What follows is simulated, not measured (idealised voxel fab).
Process module heading - voxel double patterning
In the cross-section labelled cut, the width is 205 nm and each square cell is 5 nm.
A cross-section is written here as square cells arranged in a grid, and it is given in bands from the top down, each band taking up one or more rows of cells. In this notation a band is specified by the heights of its top and bottom, in that order and in nm, after which its materials appear from left to right, each paired with its width in nm. The word "edge to edge" attached to a single material means that material fills the band from edge to edge; the word "air" stands for empty space. Heights from 0 (as-received wafer is one material below). Bottom band endless downward, as "from 0 down". Quick explanation for "30->40": the width changes in equal steps down the rows of cells, from the first number in the band's top row to the second number in its bottom row. "identical to before" (step): cross-section cells unchanged, all of them. In "Closed void listing" the enclosed voids are listed, meaning empty spaces of 8 cells or larger without any opening to the top. The form is width x height at distance, distance from the left edge, units nm. Whatever follows a step's settings on its line is a remark the simulator itself makes about that step. The setting "overlay nm" may be written on the line of a step. When the step uses a mask, the value reports how far to the right of the planned place the mask lay, and a negative value reports that it lay to the left.

Steps planned for the process:
1,RECEIVE (material Si)
2,CONFORMAL_DEP (material SiO2; thk nm 10)
3,DIRECTIONAL_DEP (material TiN; thk nm 10)
4,DIRECTIONAL_DEP (material SiN; thk nm 5)
5,MASKED_ETCH (tone open; mask id FIRST; width nm 15; pitch nm 50; etch materials SiN; depth nm 5; overlay nm 0)
6,DIRECTIONAL_DEP (material aC; thk nm 15)
7,PATTERN (tone open; mask id SECOND; material resist; width nm 15; pitch nm 50; thk nm 30; overlay nm 0)
8,DIRECTIONAL_ETCH (etch materials aC; depth nm 15)
9,STRIP (etch materials resist)
10,DIRECTIONAL_ETCH (etch materials SiN; depth nm 5)
11,STRIP (etch materials aC)
12,DIRECTIONAL_ETCH (etch materials TiN; depth nm 10)
13,STRIP (etch materials SiN)

Shown in cross-section is the wafer as received, that is, as it stands after step 1:
> from 0 down = Si edge to edge
> Closed void listing: none

Final wafer profile in cross-section after the module, from the same start and plan as above, with one mistake made during processing:
> from 10 to 0 = TiN 45  air 15  TiN 10  air 15  TiN 10  air 15  TiN 10  air 15  TiN 10  air 15  TiN 45
> from 0 down = Si edge to edge
> Closed void listing: none
what went wrong: the plan's step 2 was left out and never carried out
